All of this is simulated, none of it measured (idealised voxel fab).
Module name: voxel air gaps (process module)
Cross-section cut spans 165 nm and uses square cells 5 nm in size.
We lay out every cross-section as a grid of square cells and spell it out in bands from the top down, where one band means one or more rows of cells. Band entry format. Leading values: height of top, height of bottom, nm. Remainder: materials in left-to-right order, each with its width in nm. Special words: "all across" on a single material, which then fills the band edge to edge; "blank", empty space. Height datum 0, below which the as-received substrate wafer is one material. Lowest band open at the bottom, running downward: "0 -> down". Quick explanation for "30..40": the width changes in equal steps down the rows of cells, from the first number in the band's top row to the second number in its bottom row. "all unchanged" means the step left every cell of the cross-section as it was. Reported under the label "Completely enclosed voids" are the empty spaces having no open way to the top and comprising 8 cells or more; the notation for each is width x height at distance, in which the distance is measured from the left edge and all three values are in nm. Heads up: the bit after the settings on a step's line is the simulator's remark on that step. "overlay nm" denotes, for a step that has a mask, the displacement of the mask to the right of its planned place, with negative values corresponding to the left.
Here's what the planned process steps look like:
1) RECEIVE (material Si)
2) CONFORMAL_DEP (material SiO2; thk nm 10)
3) CONFORMAL_DEP (material SiN; thk nm 5)
4) DIRECTIONAL_DEP (material lowk; thk nm 35)
5) PATTERN (tone open; mask id LINES; material resist; width nm 15; pitch nm 40; thk nm 15; overlay nm 0)
6) DIRECTIONAL_ETCH (etch materials lowk; depth nm 35)
7) STRIP (etch materials resist)
8) CONFORMAL_DEP (material TiN; thk nm 5)
9) FILL_DEP (material W; thk nm 5)
10) CMP (height nm 50)
11) EPI (material Ru; thk nm 10)
12) SELECTIVE_ETCH (etch materials lowk; depth nm 45)
13) CONFORMAL_DEP (material SiCN; thk nm 5)
Delivered wafer in cross-section: state after step 1:
* 0 -> down = Si all across
* Completely enclosed voids: none
First wafer of two, sectioned at end of module; run went per plan:
* 65 -> 60 = blank 20 / SiCN 125 / blank 20
* 60 -> 50 = blank 20 / SiCN 5 / Ru 35 / SiCN 5 / Ru 35 / SiCN 5 / Ru 35 / SiCN 5 / blank 20
* 50 -> 45 = blank 20 / SiCN 15 / TiN 5 / W 5 / TiN 5 / SiCN 25 / TiN 5 / W 5 / TiN 5 / SiCN 25 / TiN 5 / W 5 / TiN 5 / SiCN 15 / blank 20
* 45 -> 20 = blank 30 / SiCN 5 / TiN 5 / W 5 / TiN 5 / SiCN 5 / blank 15 / SiCN 5 / TiN 5 / W 5 / TiN 5 / SiCN 5 / blank 15 / SiCN 5 / TiN 5 / W 5 / TiN 5 / SiCN 5 / blank 30
* 20 -> 15 = SiCN 35 / TiN 15 / SiCN 25 / TiN 15 / SiCN 25 / TiN 15 / SiCN 35
* 15 -> 10 = SiN all across
* 10 -> 0 = SiO2 all across
* 0 -> down = Si all across
* Completely enclosed voids: 15 x 25 at 55; 15 x 25 at 95
End-of-module cross-section of the second wafer: identical starting point and process plan to the first, with one processing mistake:
* 65 -> 60 = blank 15 / SiCN 135 / blank 15
* 60 -> 50 = blank 15 / SiCN 5 / Ru 125 / SiCN 5 / blank 15
* 50 -> 45 = blank 15 / SiCN 15 / TiN 5 / W 15 / TiN 5 / lowk 15 / TiN 5 / W 15 / TiN 5 / lowk 15 / TiN 5 / W 15 / TiN 5 / SiCN 15 / blank 15
* 45 -> 20 = blank 25 / SiCN 5 / TiN 5 / W 15 / TiN 5 / lowk 15 / TiN 5 / W 15 / TiN 5 / lowk 15 / TiN 5 / W 15 / TiN 5 / SiCN 5 / blank 25
* 20 -> 15 = SiCN 30 / TiN 25 / lowk 15 / TiN 25 / lowk 15 / TiN 25 / SiCN 30
* 15 -> 10 = SiN all across
* 10 -> 0 = SiO2 all across
* 0 -> down = Si all across
* Completely enclosed voids: none
Deviation noted in wafer processing: step 5, actual vs plan mismatch, actual run PATTERN (tone open; mask id LINES; material resist; width nm 25; pitch nm 40; thk nm 15; overlay nm 0)
Final tally in cells, some materials are higher or lower on the second wafer than on the first: Ru +8, SiCN -44, TiN +6, W +36, lowk +42
The final tally of closed voids stands at 2 on the first wafer and 0 on the second.
